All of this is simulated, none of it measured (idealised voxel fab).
Documented hereafter: the process module known as voxel lift off.
The cross-section shown here is cut; it is 150 nm wide and divided into square cells measuring 5 nm on a side.
Notation: cross-section as square-cell grid; stated in bands, top first, going down; one or more cell rows per band.
Basically the band line says how high the top is and how high the bottom is, in nm, and then what's in it from left to right, every material with its width in nm. Empty space shows up as "air", and if a single material carries "edge to edge" it runs the full band edge to edge.
Below 0: as-received wafer, all one material; heights counted from there. Lowest band: no bottom, goes on down, written "0 and below".
The two numbers in a width such as "30 to 40" mark its ends across the band: the first belongs to the top row of cells, the second to the bottom row, and from each row to the next the width moves by the same amount.
"no modifications" (step): cross-section cells unchanged, all of them.
Each empty space that has no open way to the top and spans at least 8 cells appears under "Enclosed void list" as width x height at distance, the distance counted from the left edge, all in nm.
That trailing text on a step's line, after the settings, is the simulator's own remark on the step.
On any step carrying a mask, the "overlay nm" setting, if present on the step's line, tells how far right of its planned place the mask lay; negative values point to the left.
### List of planned process steps
1 RECEIVE,material Si
2 CONFORMAL_DEP,material SiO2,thk nm 5
3 PATTERN,tone open,mask id LINES,material resist,width nm 25,pitch nm 45,thk nm 20,overlay nm 0
4 DIRECTIONAL_DEP,material Ru,thk nm 5
5 STRIP,etch materials resist
6 CONFORMAL_DEP,material SiN,thk nm 5
Variable across wafers: step 2 thk nm (plan value is that of the first wafer; starting state common to all).
### Cross-sectional view of the first of several wafers in the as-received condition, corresponding to the state following step 1
    0 and below: Si edge to edge
    Enclosed void list: none
### First of several wafers, sectioned at end of module (last step: step 6)
    15 down to 10: air 35 nm | SiN 35 nm | air 10 nm | SiN 35 nm | air 35 nm
    10 down to 5: SiN 40 nm | Ru 25 nm | SiN 20 nm | Ru 25 nm | SiN 40 nm
    5 down to 0: SiO2 edge to edge
    0 and below: Si edge to edge
    Enclosed void list: none
### The final wafer, sectioned at module end
    40 down to 35: air 35 nm | SiN 35 nm | air 10 nm | SiN 35 nm | air 35 nm
    35 down to 30: SiN 40 nm | Ru 25 nm | SiN 20 nm | Ru 25 nm | SiN 40 nm
    30 down to 0: SiO2 edge to edge
    0 and below: Si edge to edge
    Enclosed void list: none
### The table below has one row for each wafer; a row shows, as of the end of the module, how many cells of each material the wafer has gained, marked (+), or lost, marked (-), since it was received, and then the wafer's closed voids
thk nm 5 | +10 Ru | +34 SiN | +30 SiO2 | Enclosed void list: none
thk nm 10 | +10 Ru | +34 SiN | +60 SiO2 | Enclosed void list: none
thk nm 15 | +10 Ru | +34 SiN | +90 SiO2 | Enclosed void list: none
thk nm 20 | +10 Ru | +34 SiN | +120 SiO2 | Enclosed void list: none
thk nm 25 | +10 Ru | +34 SiN | +150 SiO2 | Enclosed void list: none
thk nm 30 | +10 Ru | +34 SiN | +180 SiO2 | Enclosed void list: none
